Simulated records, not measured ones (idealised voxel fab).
Process module in this document: voxel transistor to metal
It is cross-section cut that appears here, measuring 190 nm in width, its square cells being 5 nm in size.
Cross-section = grid of square cells, listed top down in bands; band = one or more rows.
It is stipulated that each band's entry specify, in nanometres, the height of the top of the band and then that of its bottom, followed by the materials of the band in left-to-right sequence, each together with its width in nanometres. A single material marked by the word "edge to edge" is understood to fill the band from edge to edge; the word "air" is understood to denote empty space.
Height 0 is the level under which the wafer as received is all one material. The lowest band goes on downwards, as in "0 -> down".
The width entry "30 to 40" should be interpreted row by row: the top row of cells in the band takes the first number, the bottom row takes the second number, and the change between adjacent rows is uniform throughout.
The designation "nothing got changed", where it is given for a processing step, indicates that no cell of the cross-section was altered in the course of that step.
Empty spaces without an open route to the top, at least 8 cells in extent, make up the entry "Enclosed void catalog"; each is given as width x height at distance, where the distance is measured from the left edge, and all are in nm.
Step line, after settings: the simulator's comment on this step.
If you see "overlay nm" on a step's line and that step has a mask, it's telling you how far right of where it was planned the mask ended up; a negative number means it went left instead.

plan
1) RECEIVE [material Si]
2) OXIDIZE [depth nm 5]
3) CONFORMAL_DEP [material SiN] [thk nm 15]
4) PATTERN [tone cover] [mask id ACTIVE] [material resist] [width nm 115] [thk nm 20] [overlay nm 0]
5) DIRECTIONAL_ETCH [etch materials SiN] [depth nm 15]
6) DIRECTIONAL_ETCH [etch materials SiO2] [depth nm 5]
7) DIRECTIONAL_ETCH [etch materials Si] [depth nm 30]
8) STRIP [etch materials resist]
9) OXIDIZE [depth nm 5]
10) FILL_DEP [material SiO2] [thk nm 15]
11) CMP [height nm 15]
12) SELECTIVE_ETCH [etch materials SiO2] [depth nm 15]
13) STRIP [etch materials SiN]
14) SELECTIVE_ETCH [etch materials SiO2] [depth nm 5]
15) OXIDIZE [depth nm 5]
16) DIRECTIONAL_DEP [material polySi] [thk nm 20]
17) DIRECTIONAL_DEP [material SiCN] [thk nm 15]
18) DIRECTIONAL_DEP [material aC] [thk nm 15]
19) PATTERN [tone cover] [mask id GATE] [material resist] [width nm 35] [thk nm 35] [overlay nm 0]
20) DIRECTIONAL_ETCH [etch materials aC] [depth nm 15]
21) STRIP [etch materials resist]
22) DIRECTIONAL_ETCH [etch materials SiCN] [depth nm 25]
23) DIRECTIONAL_ETCH [etch materials polySi] [depth nm 30]
24) STRIP [etch materials aC]
25) CONFORMAL_DEP [material SiN] [thk nm 10]
26) DIRECTIONAL_ETCH [etch materials SiN] [depth nm 10]
27) DIRECTIONAL_ETCH [etch materials SiO2] [depth nm 5]
28) DIRECTIONAL_ETCH [etch materials Si] [depth nm 15]
29) EPI [material SiGe] [thk nm 15]
30) FILL_DEP [material SiO2] [thk nm 5]
31) CMP [height nm 15]
32) STRIP [etch materials polySi]
33) SELECTIVE_ETCH [etch materials SiO2] [depth nm 5]
34) CONFORMAL_DEP [material HfO2] [thk nm 5]
35) CONFORMAL_DEP [material TiN] [thk nm 5]
36) FILL_DEP [material W] [thk nm 10]
37) CMP [height nm 10]
38) DIRECTIONAL_DEP [material SiO2] [thk nm 10]
39) DIRECTIONAL_DEP [material aC] [thk nm 15]
40) PATTERN [tone open] [mask id CONTACT] [material resist] [width nm 15] [pitch nm 80] [thk nm 30] [overlay nm 0]
41) DIRECTIONAL_ETCH [etch materials aC] [depth nm 15]
42) STRIP [etch materials resist]
43) DIRECTIONAL_ETCH [etch materials SiO2] [depth nm 30]
44) STRIP [etch materials aC]
45) CONFORMAL_DEP [material TiN] [thk nm 5]
46) FILL_DEP [material Ru] [thk nm 5]
47) CMP [height nm 20]
48) CONFORMAL_DEP [material SiCN] [thk nm 5]
49) DIRECTIONAL_DEP [material SiO2] [thk nm 25]
50) MASKED_ETCH [tone open] [mask id METAL_1] [width nm 15] [pitch nm 80] [etch materials SiO2] [depth nm 25] [overlay nm 0]
51) MASKED_ETCH [tone open] [mask id METAL_1] [width nm 15] [pitch nm 80] [etch materials SiCN] [depth nm 5] [overlay nm 0]
52) CONFORMAL_DEP [material TiN] [thk nm 5]
53) FILL_DEP [material Cu] [thk nm 10]
54) CMP [height nm 50]
55) CONFORMAL_DEP [material SiCN] [thk nm 5]

First of two wafers - as planned

Incoming wafer, cross-sectional view, post step 1
> 0 -> down | Si edge to edge
> Enclosed void catalog: none

Wafer section view after processing step 2
> 0 -> -5 | SiO2 edge to edge
> Under -5: no change, same as before.

Wafer section view after processing step 3
> 15 -> 0 | SiN edge to edge
> Under 0: no change, same as before.

Wafer section view after processing step 4
> 35 -> 15 | 35 air; 115 resist; 40 air
> Under 15: no change, same as before.

Wafer section view after processing step 5
> 35 -> 15 | 35 air; 115 resist; 40 air
> 15 -> 0 | 35 air; 115 SiN; 40 air
> Under 0: no change, same as before.

Wafer section view after processing step 6
> 35 -> 15 | 35 air; 115 resist; 40 air
> 15 -> 0 | 35 air; 115 SiN; 40 air
> 0 -> -5 | 35 air; 115 SiO2; 40 air
> Under -5: no change, same as before.

Wafer section view after processing step 7
> 35 -> 15 | 35 air; 115 resist; 40 air
> 15 -> 0 | 35 air; 115 SiN; 40 air
> 0 -> -5 | 35 air; 115 SiO2; 40 air
> -5 -> -35 | 35 air; 115 Si; 40 air
> Under -35: no change, same as before.

Wafer section view after processing step 8
> 15 -> 0 | 35 air; 115 SiN; 40 air
> Under 0: no change, same as before.

Wafer section view after processing step 9
> 15 -> 0 | 35 air; 115 SiN; 40 air
> 0 -> -5 | 35 air; 115 SiO2; 40 air
> -5 -> -35 | 35 air; 5 SiO2; 105 Si; 5 SiO2; 40 air
> -35 -> -40 | 40 SiO2; 105 Si; 45 SiO2
> Under -40: no change, same as before.

Wafer section view after processing step 10
> 30 -> 15 | SiO2 edge to edge
> 15 -> 0 | 35 SiO2; 115 SiN; 40 SiO2
> 0 -> -5 | SiO2 edge to edge
> -5 -> -40 | 40 SiO2; 105 Si; 45 SiO2
> Under -40: no change, same as before.

Wafer section view after processing step 11
> 15 -> 0 | 35 SiO2; 115 SiN; 40 SiO2
> Under 0: no change, same as before.

Wafer section view after processing step 12
> 15 -> 0 | 35 air; 115 SiN; 40 air
> Under 0: no change, same as before.

Wafer section view after processing step 13
> 0 -> -5 | SiO2 edge to edge
> Under -5: no change, same as before.

Wafer section view after processing step 14
> -5 -> -40 | 40 SiO2; 105 Si; 45 SiO2
> Under -40: no change, same as before.

Wafer section view after processing step 15
> -5 -> -10 | SiO2 edge to edge
> Under -10: no change, same as before.

Wafer section view after processing step 16
> 15 -> -5 | polySi edge to edge
> Under -5: no change, same as before.

Wafer section view after processing step 17
> 30 -> 15 | SiCN edge to edge
> Under 15: no change, same as before.

Wafer section view after processing step 18
> 45 -> 30 | aC edge to edge
> Under 30: no change, same as before.

Wafer section view after processing step 19
> 80 -> 45 | 75 air; 35 resist; 80 air
> Under 45: no change, same as before.

Wafer section view after processing step 20
> 65 -> 45 | 75 air; 35 resist; 80 air
> 45 -> 30 | 75 air; 35 aC; 80 air
> Under 30: no change, same as before.

Wafer section view after processing step 21
> 45 -> 30 | 75 air; 35 aC; 80 air
> Under 30: no change, same as before.

Wafer section view after processing step 22
> 45 -> 30 | 75 air; 35 aC; 80 air
> 30 -> 15 | 75 air; 35 SiCN; 80 air
> Under 15: no change, same as before.

Wafer section view after processing step 23
> 45 -> 30 | 75 air; 35 aC; 80 air
> 30 -> 15 | 75 air; 35 SiCN; 80 air
> 15 -> -5 | 75 air; 35 polySi; 80 air
> Under -5: no change, same as before.

Wafer section view after processing step 24
> 30 -> 15 | 75 air; 35 SiCN; 80 air
> Under 15: no change, same as before.

Wafer section view after processing step 25
> 40 -> 30 | 65 air; 55 SiN; 70 air
> 30 -> 15 | 65 air; 10 SiN; 35 SiCN; 10 SiN; 70 air
> 15 -> 5 | 65 air; 10 SiN; 35 polySi; 10 SiN; 70 air
> 5 -> -5 | 75 SiN; 35 polySi; 80 SiN
> Under -5: no change, same as before.

Wafer section view after processing step 26
> 30 -> 15 | 65 air; 10 SiN; 35 SiCN; 10 SiN; 70 air
> 15 -> -5 | 65 air; 10 SiN; 35 polySi; 10 SiN; 70 air
> Under -5: no change, same as before.

Wafer section view after processing step 27
> 30 -> 15 | 65 air; 10 SiN; 35 SiCN; 10 SiN; 70 air
> 15 -> -5 | 65 air; 10 SiN; 35 polySi; 10 SiN; 70 air
> -5 -> -10 | 65 air; 55 SiO2; 70 air
> Under -10: no change, same as before.

Wafer section view after processing step 28
> 30 -> 15 | 65 air; 10 SiN; 35 SiCN; 10 SiN; 70 air
> 15 -> -5 | 65 air; 10 SiN; 35 polySi; 10 SiN; 70 air
> -5 -> -10 | 65 air; 55 SiO2; 70 air
> -10 -> -25 | 40 SiO2; 25 air; 55 Si; 25 air; 45 SiO2
> Under -25: no change, same as before.

Wafer section view after processing step 29
> 30 -> 15 | 65 air; 10 SiN; 35 SiCN; 10 SiN; 70 air
> 15 -> 5 | 65 air; 10 SiN; 35 polySi; 10 SiN; 70 air
> 5 -> -5 | 50 air; 15 SiGe; 10 SiN; 35 polySi; 10 SiN; 15 SiGe; 55 air
> -5 -> -10 | 50 air; 15 SiGe; 55 SiO2; 15 SiGe; 55 air
> -10 -> -25 | 40 SiO2; 25 SiGe; 55 Si; 25 SiGe; 45 SiO2
> Under -25: no change, same as before.

Wafer section view after processing step 30
> 35 -> 30 | SiO2 edge to edge
> 30 -> 15 | 65 SiO2; 10 SiN; 35 SiCN; 10 SiN; 70 SiO2
> 15 -> 5 | 65 SiO2; 10 SiN; 35 polySi; 10 SiN; 70 SiO2
> 5 -> -5 | 50 SiO2; 15 SiGe; 10 SiN; 35 polySi; 10 SiN; 15 SiGe; 55 SiO2
> -5 -> -10 | 50 SiO2; 15 SiGe; 55 SiO2; 15 SiGe; 55 SiO2
> Under -10: no change, same as before.

Wafer section view after processing step 31
> 15 -> 5 | 65 SiO2; 10 SiN; 35 polySi; 10 SiN; 70 SiO2
> Under 5: no change, same as before.

Wafer section view after processing step 32
> 15 -> 5 | 65 SiO2; 10 SiN; 35 air; 10 SiN; 70 SiO2
> 5 -> -5 | 50 SiO2; 15 SiGe; 10 SiN; 35 air; 10 SiN; 15 SiGe; 55 SiO2
> Under -5: no change, same as before.

Wafer section view after processing step 33
> 15 -> 10 | 65 air; 10 SiN; 35 air; 10 SiN; 70 air
> 10 -> 5 | 65 SiO2; 10 SiN; 35 air; 10 SiN; 70 SiO2
> 5 -> -5 | 50 SiO2; 15 SiGe; 10 SiN; 35 air; 10 SiN; 15 SiGe; 55 SiO2
> -5 -> -10 | 50 SiO2; 15 SiGe; 5 SiO2; 45 air; 5 SiO2; 15 SiGe; 55 SiO2
> Under -10: no change, same as before.

Wafer section view after processing step 34
> 20 -> 15 | 60 air; 20 HfO2; 25 air; 20 HfO2; 65 air
> 15 -> 10 | 65 HfO2; 10 SiN; 5 HfO2; 25 air; 5 HfO2; 10 SiN; 70 HfO2
> 10 -> 5 | 65 SiO2; 10 SiN; 5 HfO2; 25 air; 5 HfO2; 10 SiN; 70 SiO2
> 5 -> -5 | 50 SiO2; 15 SiGe; 10 SiN; 5 HfO2; 25 air; 5 HfO2; 10 SiN; 15 SiGe; 55 SiO2
> -5 -> -10 | 50 SiO2; 15 SiGe; 5 SiO2; 45 HfO2; 5 SiO2; 15 SiGe; 55 SiO2
> Under -10: no change, same as before.

Wafer section view after processing step 35
> 25 -> 20 | 55 air; 30 TiN; 15 air; 30 TiN; 60 air
> 20 -> 15 | 60 TiN; 20 HfO2; 5 TiN; 15 air; 5 TiN; 20 HfO2; 65 TiN
> 15 -> 10 | 65 HfO2; 10 SiN; 5 HfO2; 5 TiN; 15 air; 5 TiN; 5 HfO2; 10 SiN; 70 HfO2
> 10 -> 5 | 65 SiO2; 10 SiN; 5 HfO2; 5 TiN; 15 air; 5 TiN; 5 HfO2; 10 SiN; 70 SiO2
> 5 -> 0 | 50 SiO2; 15 SiGe; 10 SiN; 5 HfO2; 5 TiN; 15 air; 5 TiN; 5 HfO2; 10 SiN; 15 SiGe; 55 SiO2
> 0 -> -5 | 50 SiO2; 15 SiGe; 10 SiN; 5 HfO2; 25 TiN; 5 HfO2; 10 SiN; 15 SiGe; 55 SiO2
> Under -5: no change, same as before.

Wafer section view after processing step 36
> 35 -> 25 | W edge to edge
> 25 -> 20 | 55 W; 30 TiN; 15 W; 30 TiN; 60 W
> 20 -> 15 | 60 TiN; 20 HfO2; 5 TiN; 15 W; 5 TiN; 20 HfO2; 65 TiN
> 15 -> 10 | 65 HfO2; 10 SiN; 5 HfO2; 5 TiN; 15 W; 5 TiN; 5 HfO2; 10 SiN; 70 HfO2
> 10 -> 5 | 65 SiO2; 10 SiN; 5 HfO2; 5 TiN; 15 W; 5 TiN; 5 HfO2; 10 SiN; 70 SiO2
> 5 -> 0 | 50 SiO2; 15 SiGe; 10 SiN; 5 HfO2; 5 TiN; 15 W; 5 TiN; 5 HfO2; 10 SiN; 15 SiGe; 55 SiO2
> Under 0: no change, same as before.

Wafer section view after processing step 37
> 10 -> 5 | 65 SiO2; 10 SiN; 5 HfO2; 5 TiN; 15 W; 5 TiN; 5 HfO2; 10 SiN; 70 SiO2
> Under 5: no change, same as before.

Wafer section view after processing step 38
> 20 -> 10 | SiO2 edge to edge
> Under 10: no change, same as before.

Wafer section view after processing step 39
> 35 -> 20 | aC edge to edge
> Under 20: no change, same as before.

Wafer section view after processing step 40
> 65 -> 35 | 45 resist; 15 air; 65 resist; 15 air; 50 resist
> Under 35: no change, same as before.

Wafer section view after processing step 41
> 50 -> 35 | 45 resist; 15 air; 65 resist; 15 air; 50 resist
> 35 -> 20 | 45 aC; 15 air; 65 aC; 15 air; 50 aC
> Under 20: no change, same as before.

Wafer section view after processing step 42
> 35 -> 20 | 45 aC; 15 air; 65 aC; 15 air; 50 aC
> Under 20: no change, same as before.

Wafer section view after processing step 43
> 35 -> 20 | 45 aC; 15 air; 65 aC; 15 air; 50 aC
> 20 -> 10 | 45 SiO2; 15 air; 65 SiO2; 15 air; 50 SiO2
> 10 -> 5 | 45 SiO2; 15 air; 5 SiO2; 10 SiN; 5 HfO2; 5 TiN; 15 W; 5 TiN; 5 HfO2; 10 SiN; 5 SiO2; 15 air; 50 SiO2
> 5 -> 0 | 45 SiO2; 5 air; 15 SiGe; 10 SiN; 5 HfO2; 5 TiN; 15 W; 5 TiN; 5 HfO2; 10 SiN; 15 SiGe; 5 air; 50 SiO2
> 0 -> -5 | 45 SiO2; 5 air; 15 SiGe; 10 SiN; 5 HfO2; 25 TiN; 5 HfO2; 10 SiN; 15 SiGe; 5 air; 50 SiO2
> -5 -> -10 | 45 SiO2; 5 air; 15 SiGe; 5 SiO2; 45 HfO2; 5 SiO2; 15 SiGe; 5 air; 50 SiO2
> Under -10: no change, same as before.

Wafer section view after processing step 44
> 20 -> 10 | 45 SiO2; 15 air; 65 SiO2; 15 air; 50 SiO2
> Under 10: no change, same as before.

Wafer section view after processing step 45
> 25 -> 20 | 50 TiN; 5 air; 75 TiN; 5 air; 55 TiN
> 20 -> 10 | 45 SiO2; 5 TiN; 5 air; 5 TiN; 65 SiO2; 5 TiN; 5 air; 5 TiN; 50 SiO2
> 10 -> 5 | 45 SiO2; 15 TiN; 5 SiO2; 10 SiN; 5 HfO2; 5 TiN; 15 W; 5 TiN; 5 HfO2; 10 SiN; 5 SiO2; 15 TiN; 50 SiO2
> 5 -> 0 | 45 SiO2; 5 TiN; 15 SiGe; 10 SiN; 5 HfO2; 5 TiN; 15 W; 5 TiN; 5 HfO2; 10 SiN; 15 SiGe; 5 TiN; 50 SiO2
> 0 -> -5 | 45 SiO2; 5 TiN; 15 SiGe; 10 SiN; 5 HfO2; 25 TiN; 5 HfO2; 10 SiN; 15 SiGe; 5 TiN; 50 SiO2
> -5 -> -10 | 45 SiO2; 5 TiN; 15 SiGe; 5 SiO2; 45 HfO2; 5 SiO2; 15 SiGe; 5 TiN; 50 SiO2
> Under -10: no change, same as before.

Wafer section view after processing step 46
> 30 -> 25 | Ru edge to edge
> 25 -> 20 | 50 TiN; 5 Ru; 75 TiN; 5 Ru; 55 TiN
> 20 -> 10 | 45 SiO2; 5 TiN; 5 Ru; 5 TiN; 65 SiO2; 5 TiN; 5 Ru; 5 TiN; 50 SiO2
> Under 10: no change, same as before.

Wafer section view after processing step 47
> 20 -> 10 | 45 SiO2; 5 TiN; 5 Ru; 5 TiN; 65 SiO2; 5 TiN; 5 Ru; 5 TiN; 50 SiO2
> Under 10: no change, same as before.

Wafer section view after processing step 48
> 25 -> 20 | SiCN edge to edge
> Under 20: no change, same as before.

Wafer section view after processing step 49
> 50 -> 25 | SiO2 edge to edge
> Under 25: no change, same as before.

Wafer section view after processing step 50
> 50 -> 25 | 45 SiO2; 15 air; 65 SiO2; 15 air; 50 SiO2
> Under 25: no change, same as before.

Wafer section view after processing step 51
> 50 -> 25 | 45 SiO2; 15 air; 65 SiO2; 15 air; 50 SiO2
> 25 -> 20 | 45 SiCN; 15 air; 65 SiCN; 15 air; 50 SiCN
> Under 20: no change, same as before.

Wafer section view after processing step 52
> 55 -> 50 | 50 TiN; 5 air; 75 TiN; 5 air; 55 TiN
> 50 -> 25 | 45 SiO2; 5 TiN; 5 air; 5 TiN; 65 SiO2; 5 TiN; 5 air; 5 TiN; 50 SiO2
> 25 -> 20 | 45 SiCN; 15 TiN; 65 SiCN; 15 TiN; 50 SiCN
> Under 20: no change, same as before.

Wafer section view after processing step 53
> 65 -> 55 | Cu edge to edge
> 55 -> 50 | 50 TiN; 5 Cu; 75 TiN; 5 Cu; 55 TiN
> 50 -> 25 | 45 SiO2; 5 TiN; 5 Cu; 5 TiN; 65 SiO2; 5 TiN; 5 Cu; 5 TiN; 50 SiO2
> Under 25: no change, same as before.

Wafer section view after processing step 54
> 50 -> 25 | 45 SiO2; 5 TiN; 5 Cu; 5 TiN; 65 SiO2; 5 TiN; 5 Cu; 5 TiN; 50 SiO2
> Under 25: no change, same as before.

Wafer section view after processing step 55
> 55 -> 50 | SiCN edge to edge
> Under 50: no change, same as before.

The second wafer: identical to the first at the outset and in its planned sequence, differing only in that one mistake was made during processing; up to and including step 30, its path is the first wafer's path

X-section, second wafer, when step 31 was due to finish
> 10 -> 5 | 65 SiO2; 10 SiN; 35 polySi; 10 SiN; 70 SiO2
> Under 5: no change, same as before.

X-section, second wafer, when step 32 was due to finish
> 10 -> 5 | 65 SiO2; 10 SiN; 35 air; 10 SiN; 70 SiO2
> 5 -> -5 | 50 SiO2; 15 SiGe; 10 SiN; 35 air; 10 SiN; 15 SiGe; 55 SiO2
> Under -5: no change, same as before.

X-section, second wafer, when step 33 was due to finish
> 10 -> 5 | 65 air; 10 SiN; 35 air; 10 SiN; 70 air
> 5 -> -5 | 50 SiO2; 15 SiGe; 10 SiN; 35 air; 10 SiN; 15 SiGe; 55 SiO2
> -5 -> -10 | 50 SiO2; 15 SiGe; 5 SiO2; 45 air; 5 SiO2; 15 SiGe; 55 SiO2
> Under -10: no change, same as before.

X-section, second wafer, when step 34 was due to finish
> 15 -> 10 | 60 air; 20 HfO2; 25 air; 20 HfO2; 65 air
> 10 -> 5 | 65 HfO2; 10 SiN; 5 HfO2; 25 air; 5 HfO2; 10 SiN; 70 HfO2
> 5 -> -5 | 50 SiO2; 15 SiGe; 10 SiN; 5 HfO2; 25 air; 5 HfO2; 10 SiN; 15 SiGe; 55 SiO2
> -5 -> -10 | 50 SiO2; 15 SiGe; 5 SiO2; 45 HfO2; 5 SiO2; 15 SiGe; 55 SiO2
> Under -10: no change, same as before.

X-section, second wafer, when step 35 was due to finish
> 20 -> 15 | 55 air; 30 TiN; 15 air; 30 TiN; 60 air
> 15 -> 10 | 60 TiN; 20 HfO2; 5 TiN; 15 air; 5 TiN; 20 HfO2; 65 TiN
> 10 -> 5 | 65 HfO2; 10 SiN; 5 HfO2; 5 TiN; 15 air; 5 TiN; 5 HfO2; 10 SiN; 70 HfO2
> 5 -> 0 | 50 SiO2; 15 SiGe; 10 SiN; 5 HfO2; 5 TiN; 15 air; 5 TiN; 5 HfO2; 10 SiN; 15 SiGe; 55 SiO2
> 0 -> -5 | 50 SiO2; 15 SiGe; 10 SiN; 5 HfO2; 25 TiN; 5 HfO2; 10 SiN; 15 SiGe; 55 SiO2
> Under -5: no change, same as before.

X-section, second wafer, when step 36 was due to finish
> 30 -> 20 | W edge to edge
> 20 -> 15 | 55 W; 30 TiN; 15 W; 30 TiN; 60 W
> 15 -> 10 | 60 TiN; 20 HfO2; 5 TiN; 15 W; 5 TiN; 20 HfO2; 65 TiN
> 10 -> 5 | 65 HfO2; 10 SiN; 5 HfO2; 5 TiN; 15 W; 5 TiN; 5 HfO2; 10 SiN; 70 HfO2
> 5 -> 0 | 50 SiO2; 15 SiGe; 10 SiN; 5 HfO2; 5 TiN; 15 W; 5 TiN; 5 HfO2; 10 SiN; 15 SiGe; 55 SiO2
> Under 0: no change, same as before.

X-section, second wafer, when step 37 was due to finish
> 10 -> 5 | 65 HfO2; 10 SiN; 5 HfO2; 5 TiN; 15 W; 5 TiN; 5 HfO2; 10 SiN; 70 HfO2
> Under 5: no change, same as before.

X-section, second wafer, when step 38 was due to finish
> 20 -> 10 | SiO2 edge to edge
> Under 10: no change, same as before.

X-section, second wafer, when step 39 was due to finish
> 35 -> 20 | aC edge to edge
> Under 20: no change, same as before.

X-section, second wafer, when step 40 was due to finish
> 65 -> 35 | 45 resist; 15 air; 65 resist; 15 air; 50 resist
> Under 35: no change, same as before.

X-section, second wafer, when step 41 was due to finish
> 50 -> 35 | 45 resist; 15 air; 65 resist; 15 air; 50 resist
> 35 -> 20 | 45 aC; 15 air; 65 aC; 15 air; 50 aC
> Under 20: no change, same as before.

X-section, second wafer, when step 42 was due to finish
> 35 -> 20 | 45 aC; 15 air; 65 aC; 15 air; 50 aC
> Under 20: no change, same as before.

X-section, second wafer, when step 43 was due to finish
> 35 -> 20 | 45 aC; 15 air; 65 aC; 15 air; 50 aC
> 20 -> 10 | 45 SiO2; 15 air; 65 SiO2; 15 air; 50 SiO2
> Under 10: no change, same as before.

X-section, second wafer, when step 44 was due to finish
> 20 -> 10 | 45 SiO2; 15 air; 65 SiO2; 15 air; 50 SiO2
> Under 10: no change, same as before.

X-section, second wafer, when step 45 was due to finish
> 25 -> 20 | 50 TiN; 5 air; 75 TiN; 5 air; 55 TiN
> 20 -> 15 | 45 SiO2; 5 TiN; 5 air; 5 TiN; 65 SiO2; 5 TiN; 5 air; 5 TiN; 50 SiO2
> 15 -> 10 | 45 SiO2; 15 TiN; 65 SiO2; 15 TiN; 50 SiO2
> Under 10: no change, same as before.

X-section, second wafer, when step 46 was due to finish
> 30 -> 25 | Ru edge to edge
> 25 -> 20 | 50 TiN; 5 Ru; 75 TiN; 5 Ru; 55 TiN
> 20 -> 15 | 45 SiO2; 5 TiN; 5 Ru; 5 TiN; 65 SiO2; 5 TiN; 5 Ru; 5 TiN; 50 SiO2
> Under 15: no change, same as before.

X-section, second wafer, when step 47 was due to finish
> 20 -> 15 | 45 SiO2; 5 TiN; 5 Ru; 5 TiN; 65 SiO2; 5 TiN; 5 Ru; 5 TiN; 50 SiO2
> Under 15: no change, same as before.

X-section, second wafer, when step 48 was due to finish
> 25 -> 20 | SiCN edge to edge
> Under 20: no change, same as before.

X-section, second wafer, when step 49 was due to finish
> 50 -> 25 | SiO2 edge to edge
> Under 25: no change, same as before.

X-section, second wafer, when step 50 was due to finish
> 50 -> 25 | 45 SiO2; 15 air; 65 SiO2; 15 air; 50 SiO2
> Under 25: no change, same as before.

X-section, second wafer, when step 51 was due to finish
> 50 -> 25 | 45 SiO2; 15 air; 65 SiO2; 15 air; 50 SiO2
> 25 -> 20 | 45 SiCN; 15 air; 65 SiCN; 15 air; 50 SiCN
> Under 20: no change, same as before.

X-section, second wafer, when step 52 was due to finish
> 55 -> 50 | 50 TiN; 5 air; 75 TiN; 5 air; 55 TiN
> 50 -> 25 | 45 SiO2; 5 TiN; 5 air; 5 TiN; 65 SiO2; 5 TiN; 5 air; 5 TiN; 50 SiO2
> 25 -> 20 | 45 SiCN; 15 TiN; 65 SiCN; 15 TiN; 50 SiCN
> Under 20: no change, same as before.

X-section, second wafer, when step 53 was due to finish
> 65 -> 55 | Cu edge to edge
> 55 -> 50 | 50 TiN; 5 Cu; 75 TiN; 5 Cu; 55 TiN
> 50 -> 25 | 45 SiO2; 5 TiN; 5 Cu; 5 TiN; 65 SiO2; 5 TiN; 5 Cu; 5 TiN; 50 SiO2
> Under 25: no change, same as before.

X-section, second wafer, when step 54 was due to finish
> 50 -> 25 | 45 SiO2; 5 TiN; 5 Cu; 5 TiN; 65 SiO2; 5 TiN; 5 Cu; 5 TiN; 50 SiO2
> Under 25: no change, same as before.

X-section, second wafer, when step 55 was due to finish
> 55 -> 50 | SiCN edge to edge
> Under 50: no change, same as before.
The mistake made against the process plan was this: step 31, actual vs plan mismatch, actual run CMP [height nm 10]
Final tally in cells, some materials are higher or lower on the second wafer than on the first: +27 HfO2; -2 Ru; -15 SiO2; -10 TiN
